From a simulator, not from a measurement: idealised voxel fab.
Title: Process Module voxel ribs on slabs
Cross-section cut spans 215 nm and uses square cells 5 nm in size.
When this document writes out a cross-section, it uses a grid of square cells and lists it as bands, beginning at the top and moving down, with a band standing for one or more rows of cells. Look at the band entry: it leads with the top's height and the bottom's height in nm. Then it lists the materials left to right, with a width in nm for each. The word "all across" on a single material says that material fills the band edge to edge. The word "blank" is empty space. Where do heights start? At 0: under that level the wafer as delivered is made of one material only. And the lowest band has no floor; it just carries on downward, as in "z 0 and below". Quick explanation for "30 to 40": the width changes in equal steps down the rows of cells, from the first number in the band's top row to the second number in its bottom row. Key: "remained the same" - step with no changed cell in the cross-section. So "Sealed void listing" is basically the list of trapped voids: any empty space of 8 cells or more that can't reach the top through an opening. They're written width x height at distance, the distance being from the left edge, and it's all nm. Post-settings text on a step line: simulator's own remark regarding the step. overlay nm: for a step with a mask, the amount by which the mask lay right of where it was planned; a negative amount means left of it.

-- Planned process steps
step 1: RECEIVE,material Si
step 2: DIRECTIONAL_DEP,material SiO2,thk nm 25
step 3: DIRECTIONAL_DEP,material SiN,thk nm 15
step 4: PATTERN,tone cover,mask id RIB,material resist,width nm 25,thk nm 15,overlay nm 0
step 5: DIRECTIONAL_ETCH,etch materials SiN,depth nm 5
step 6: STRIP,etch materials resist
step 7: PATTERN,tone cover,mask id SLAB,material resist,width nm 55,thk nm 15,overlay nm 0
step 8: DIRECTIONAL_ETCH,etch materials SiN,depth nm 10
step 9: STRIP,etch materials resist
step 10: FILL_DEP,material SiO2,thk nm 25
step 11: CMP,height nm 60
step 12: DIRECTIONAL_DEP,material TiN,thk nm 10
step 13: DIRECTIONAL_DEP,material aC,thk nm 15
step 14: PATTERN,tone cover,mask id HEATER,material resist,width nm 35,thk nm 35,overlay nm 0
step 15: DIRECTIONAL_ETCH,etch materials aC,depth nm 15
step 16: STRIP,etch materials resist
step 17: DIRECTIONAL_ETCH,etch materials TiN,depth nm 10
step 18: STRIP,etch materials aC
step 19: CONFORMAL_DEP,material SiO2,thk nm 10

-- The cross-section here shows the wafer as received, i.e. in its state after step 1
	z 0 and below = Si all across
	Sealed void listing: none

-- Here's the wafer cut in cross-section after the module, started and planned just like above, except one thing was done wrong in the run
	z 80 to 70 = blank: 70  SiO2: 55  blank: 90
	z 70 to 60 = SiO2: 80  TiN: 35  SiO2: 100
	z 60 to 40 = SiO2 all across
	z 40 to 35 = SiO2: 95  SiN: 25  SiO2: 95
	z 35 to 25 = SiO2: 80  SiN: 55  SiO2: 80
	z 25 to 0 = SiO2 all across
	z 0 and below = Si all across
	Sealed void listing: none
Processing error: step 14: run off-plan, actual operation and settings PATTERN,tone cover,mask id HEATER,material resist,width nm 35,thk nm 35,overlay nm -10
